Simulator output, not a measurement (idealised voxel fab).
Process module, titled voxel transistor to metal
For reference, the cross-section in this document is cut, with width 150 nm and square cells of 5 nm.
Cross-section spec: square-cell grid; bands listed top down; each band is one or more rows. Basically the band line says how high the top is and how high the bottom is, in nm, and then what's in it from left to right, every material with its width in nm. Empty space shows up as "blank", and if a single material carries "edge to edge" it runs the full band edge to edge. The level at which height equals 0 is the one under which the wafer, as it arrives, is entirely one material. No lower edge exists for the bottom band, which continues downward and is notated as in "from 0 down". Width: "30..40" (first number = top row, second number = bottom row, same change from row to row of cells). Take "no alterations made" at face value: in the step it is given for, the cross-section changed in none of its cells. Entry "Sealed voids". Content: empty spaces with no open connection to the top, size 8 cells or greater. Each: width x height at distance. Distance: from left edge. Unit: nm. On a step's line, text after the settings is the simulator commenting on that step. overlay nm: for a step with a mask, the amount by which the mask lay right of where it was planned; a negative amount means left of it.
Steps planned for the process
1) RECEIVE, material Si
2) OXIDIZE, depth nm 5
3) CONFORMAL_DEP, material SiN, thk nm 10
4) PATTERN, tone cover, mask id ACTIVE, material resist, width nm 120, thk nm 15, overlay nm 0
5) DIRECTIONAL_ETCH, etch materials SiN, depth nm 10
6) DIRECTIONAL_ETCH, etch materials SiO2, depth nm 5
7) DIRECTIONAL_ETCH, etch materials Si, depth nm 35
8) STRIP, etch materials resist
9) FILL_DEP, material SiO2, thk nm 10
10) CMP, height nm 10
11) SELECTIVE_ETCH, etch materials SiO2, depth nm 10
12) STRIP, etch materials SiN
13) SELECTIVE_ETCH, etch materials SiO2, depth nm 5
14) OXIDIZE, depth nm 5
15) DIRECTIONAL_DEP, material polySi, thk nm 20
16) DIRECTIONAL_DEP, material SiCN, thk nm 15
17) MASKED_ETCH, tone cover, mask id GATE, width nm 30, etch materials SiCN, depth nm 25, overlay nm 0
18) MASKED_ETCH, tone cover, mask id GATE, width nm 30, etch materials polySi, depth nm 30, overlay nm 0
19) CONFORMAL_DEP, material SiO2, thk nm 5
20) DIRECTIONAL_ETCH, etch materials SiO2, depth nm 5
21) CONFORMAL_DEP, material SiN, thk nm 10
22) DIRECTIONAL_ETCH, etch materials SiN, depth nm 10
23) DIRECTIONAL_ETCH, etch materials SiO2, depth nm 5
24) DIRECTIONAL_ETCH, etch materials Si, depth nm 5
25) EPI, material nSi, thk nm 5
26) FILL_DEP, material SiO2, thk nm 5
27) CMP, height nm 15
28) STRIP, etch materials polySi
29) SELECTIVE_ETCH, etch materials SiO2, depth nm 5
30) CONFORMAL_DEP, material HfO2, thk nm 5
31) CONFORMAL_DEP, material TiN, thk nm 5
32) FILL_DEP, material W, thk nm 5
33) CMP, height nm 10
34) DIRECTIONAL_DEP, material SiO2, thk nm 15
35) PATTERN, tone open, mask id CONTACT, material resist, width nm 20, pitch nm 90, thk nm 15, overlay nm 0
36) DIRECTIONAL_ETCH, etch materials SiO2, depth nm 35
37) STRIP, etch materials resist
38) CONFORMAL_DEP, material TiN, thk nm 5
39) FILL_DEP, material W, thk nm 10
40) CMP, height nm 25
41) CONFORMAL_DEP, material SiCN, thk nm 5
42) DIRECTIONAL_DEP, material lowk, thk nm 25
43) MASKED_ETCH, tone open, mask id METAL_1, width nm 20, pitch nm 90, etch materials lowk, depth nm 25, overlay nm 0
44) MASKED_ETCH, tone open, mask id METAL_1, width nm 15, pitch nm 90, etch materials SiCN, depth nm 5, overlay nm 0
45) CONFORMAL_DEP, material TiN, thk nm 5
46) FILL_DEP, material Cu, thk nm 10
47) CMP, height nm 55
48) CONFORMAL_DEP, material SiCN, thk nm 5
49) DIRECTIONAL_DEP, material lowk, thk nm 25
50) DIRECTIONAL_DEP, material aC, thk nm 10
51) PATTERN, tone open, mask id METAL_2, material resist, width nm 20, pitch nm 90, thk nm 30, overlay nm 0
52) DIRECTIONAL_ETCH, etch materials aC, depth nm 10
53) STRIP, etch materials resist
54) DIRECTIONAL_ETCH, etch materials lowk, depth nm 15
55) STRIP, etch materials aC
56) DIRECTIONAL_DEP, material aC, thk nm 15
57) PATTERN, tone open, mask id METAL_2_HOLES, material resist, width nm 15, pitch nm 90, thk nm 30, overlay nm 0
58) DIRECTIONAL_ETCH, etch materials aC, depth nm 15
59) STRIP, etch materials resist
60) DIRECTIONAL_ETCH, etch materials lowk, depth nm 10
61) DIRECTIONAL_ETCH, etch materials SiCN, depth nm 5
62) STRIP, etch materials aC
63) CONFORMAL_DEP, material TiN, thk nm 5
64) FILL_DEP, material Ru, thk nm 10
65) CMP, height nm 85
66) CONFORMAL_DEP, material SiN, thk nm 5
Among the wafers covered here, the point of difference is the width nm at step 44; their starting state is shared, and the plan presents the value of the first wafer.
The first of several wafers, as received after step 1, seen in section
    from 0 down  Si edge to edge
    Sealed voids: none
Here is how to read the rows: every wafer has a row, and it shows the wafer at the end of the module, giving for each material how many cells were gained (+) or lost (-) since the wafer was received, then listing its closed voids
width nm 15; +18 Cu; +14 HfO2; +14 Ru; -108 Si; +48 SiCN; +42 SiN; +144 SiO2; +98 TiN; +32 W; +224 lowk; +14 nSi; Sealed voids: none
width nm 20; +20 Cu; +14 HfO2; +14 Ru; -108 Si; +46 SiCN; +42 SiN; +144 SiO2; +98 TiN; +32 W; +224 lowk; +14 nSi; Sealed voids: none
width nm 25; +20 Cu; +14 HfO2; +14 Ru; -108 Si; +46 SiCN; +42 SiN; +144 SiO2; +98 TiN; +32 W; +224 lowk; +14 nSi; Sealed voids: none
width nm 30; +20 Cu; +14 HfO2; +14 Ru; -108 Si; +46 SiCN; +42 SiN; +144 SiO2; +98 TiN; +32 W; +224 lowk; +14 nSi; Sealed voids: none
